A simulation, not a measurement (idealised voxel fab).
process module | voxel capacitor over wiring
cross-section cut | 185 nm wide | cells 5 nm
A cross-section is a grid of square cells, given in bands from the top down. A band is one or more rows of cells.
Each band's line starts with the height of the band's top and of its bottom, in nm. Then come its materials from left to right, each with its width in nm. One material with "throughout" fills the band from edge to edge. "air" is empty space.
Height 0 is the level under which the wafer as received is all one material. The lowest band goes on downwards, as in "0 down".
A width such as "30 to 40" changes by the same amount from each row of cells to the next, from the band's top row to its bottom row.
"no change" after a step means that no cell of the cross-section changed.
closed voids: empty space of 8 cells or more with no open way to the top, each as width x height at its distance from the left edge, in nm
after a step's settings: what the simulator itself notes on the step
overlay nm, on a step with a mask: how far to the right of its planned place the mask lay; to the left if negative
plan
1 op RECEIVE | material Si
2 op CONFORMAL_DEP | material SiO2 | thk nm 15
3 op DIRECTIONAL_DEP | material TiN | thk nm 5
4 op DIRECTIONAL_DEP | material Ru | thk nm 15
5 op MASKED_ETCH | tone cover | mask id METAL_1 | width nm 30 | pitch nm 100 | etch materials Ru | depth nm 15 | overlay nm 0
6 op MASKED_ETCH | tone cover | mask id METAL_1 | width nm 30 | pitch nm 100 | etch materials TiN | depth nm 5 | overlay nm 0
7 op FILL_DEP | material SiO2 | thk nm 5
8 op CMP | height nm 35
9 op CONFORMAL_DEP | material SiCN | thk nm 5
10 op DIRECTIONAL_DEP | material lowk | thk nm 15
11 op DIRECTIONAL_DEP | material aC | thk nm 15
12 op PATTERN | tone open | mask id PLUG_1 | material resist | width nm 15 | thk nm 35 | overlay nm 0
13 op DIRECTIONAL_ETCH | etch materials aC | depth nm 15
14 op STRIP | etch materials resist
15 op DIRECTIONAL_ETCH | etch materials lowk | depth nm 15
16 op DIRECTIONAL_ETCH | etch materials SiCN | depth nm 5
17 op STRIP | etch materials aC
18 op CONFORMAL_DEP | material TiN | thk nm 5
19 op FILL_DEP | material Cu | thk nm 5
20 op CMP | height nm 55
21 op DIRECTIONAL_DEP | material TiN | thk nm 10
22 op DIRECTIONAL_DEP | material HfO2 | thk nm 5
23 op DIRECTIONAL_DEP | material TiN | thk nm 5
24 op DIRECTIONAL_DEP | material aC | thk nm 10
25 op PATTERN | tone cover | mask id UPPER_PLATE | material resist | width nm 75 | thk nm 30 | overlay nm 0
26 op DIRECTIONAL_ETCH | etch materials aC | depth nm 10
27 op STRIP | etch materials resist
28 op DIRECTIONAL_ETCH | etch materials TiN | depth nm 5
29 op DIRECTIONAL_ETCH | etch materials HfO2 | depth nm 5
30 op STRIP | etch materials aC
31 op DIRECTIONAL_DEP | material aC | thk nm 15
32 op PATTERN | tone cover | mask id LOWER_PLATE | material resist | width nm 85 | thk nm 30 | overlay nm 0
33 op DIRECTIONAL_ETCH | etch materials aC | depth nm 15
34 op STRIP | etch materials resist
35 op DIRECTIONAL_ETCH | etch materials TiN | depth nm 10
36 op STRIP | etch materials aC
37 op FILL_DEP | material SiO2 | thk nm 20
38 op CMP | height nm 90
39 op MASKED_ETCH | tone open | mask id PLUG_2 | width nm 15 | etch materials SiO2 | depth nm 15 | overlay nm 0
40 op CONFORMAL_DEP | material TiN | thk nm 5
41 op FILL_DEP | material Ru | thk nm 5
42 op CMP | height nm 90
43 op CONFORMAL_DEP | material SiCN | thk nm 5
as received, after step 1
  0 down: Si throughout
  closed voids: none
first wafer at the end, as planned
  95 to 90: SiCN throughout
  90 to 80: SiO2 50 | TiN 5 | Ru 5 | TiN 5 | SiO2 120
  80 to 70: SiO2 50 to 40 | TiN 15 to 75 | SiO2 120 to 70
  70 to 65: SiO2 40 | HfO2 75 | SiO2 70
  65 to 55: SiO2 35 | TiN 85 | SiO2 65
  55 to 40: lowk 40 | TiN 5 | Cu 5 | TiN 5 | lowk 130
  40 to 35: SiCN 40 | TiN 15 | SiCN 130
  35 to 20: SiO2 25 | Ru 30 | SiO2 70 | Ru 30 | SiO2 30
  20 to 15: SiO2 25 | TiN 30 | SiO2 70 | TiN 30 | SiO2 30
  15 to 0: SiO2 throughout
  0 down: Si throughout
  closed voids: none
second wafer at the end: like start, like plan, one mistake
  95 to 90: SiCN throughout
  90 to 80: SiO2 50 | TiN 5 | Ru 5 | TiN 5 | SiO2 120
  80 to 70: SiO2 50 to 40 | TiN 15 to 75 | SiO2 120 to 70
  70 to 65: SiO2 40 | HfO2 75 | SiO2 70
  65 to 55: SiO2 35 | TiN 85 | SiO2 65
  55 to 40: lowk 40 | TiN 5 | Cu 5 | TiN 5 | lowk 130
  40 to 35: SiCN 40 | TiN 15 | SiCN 130
  35 to 20: SiO2 30 | Ru 30 | SiO2 70 | Ru 30 | SiO2 25
  20 to 15: SiO2 25 | TiN 35 | SiO2 65 | TiN 35 | SiO2 25
  15 to 0: SiO2 throughout
  0 down: Si throughout
  closed voids: none
what went wrong: step 5 ran as: op MASKED_ETCH | tone cover | mask id METAL_1 | width nm 30 | pitch nm 100 | etch materials Ru | depth nm 15 | overlay nm 5
at the end the second wafer has, in cells: 2 fewer of SiO2 | 2 more of TiN
